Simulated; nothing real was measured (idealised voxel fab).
process module | voxel double patterning
cross-section cut | 195 nm wide | cells 5 nm
A cross-section is a grid of square cells, given in bands from the top down. A band is one or more rows of cells.
Each band's line starts with the height of the band's top and of its bottom, in nm. Then come its materials from left to right, each with its width in nm. One material with "throughout" fills the band from edge to edge. "air" is empty space.
Height 0 is the level under which the wafer as received is all one material. The lowest band goes on downwards, as in "0 down".
A width such as "30 to 40" changes by the same amount from each row of cells to the next, from the band's top row to its bottom row.
"no change" after a step means that no cell of the cross-section changed.
closed voids: empty space of 8 cells or more with no open way to the top, each as width x height at its distance from the left edge, in nm
after a step's settings: what the simulator itself notes on the step
overlay nm, on a step with a mask: how far to the right of its planned place the mask lay; to the left if negative
plan
1 op RECEIVE | material Si
2 op CONFORMAL_DEP | material SiN | thk nm 5
3 op DIRECTIONAL_DEP | material SiO2 | thk nm 15
4 op DIRECTIONAL_DEP | material SiCN | thk nm 5
5 op MASKED_ETCH | tone open | mask id FIRST | width nm 15 | pitch nm 50 | etch materials SiCN | depth nm 5 | overlay nm 0
6 op PATTERN | tone open | mask id SECOND | material resist | width nm 15 | pitch nm 50 | thk nm 15 | overlay nm 0
7 op DIRECTIONAL_ETCH | etch materials SiCN | depth nm 5
8 op STRIP | etch materials resist
9 op DIRECTIONAL_ETCH | etch materials SiO2 | depth nm 15
10 op STRIP | etch materials SiCN
as received, after step 1
  0 down: Si throughout
  closed voids: none
a wafer at the end: this start, this plan, one mistake
  25 to 20: SiCN 40 | air 15 | SiCN 10 | air 15 | SiCN 10 | air 15 | SiCN 10 | air 15 | SiCN 10 | air 15 | SiCN 40
  20 to 5: SiO2 40 | air 15 | SiO2 10 | air 15 | SiO2 10 | air 15 | SiO2 10 | air 15 | SiO2 10 | air 15 | SiO2 40
  5 to 0: SiN throughout
  0 down: Si throughout
  closed voids: none
what went wrong: step 10 was left out
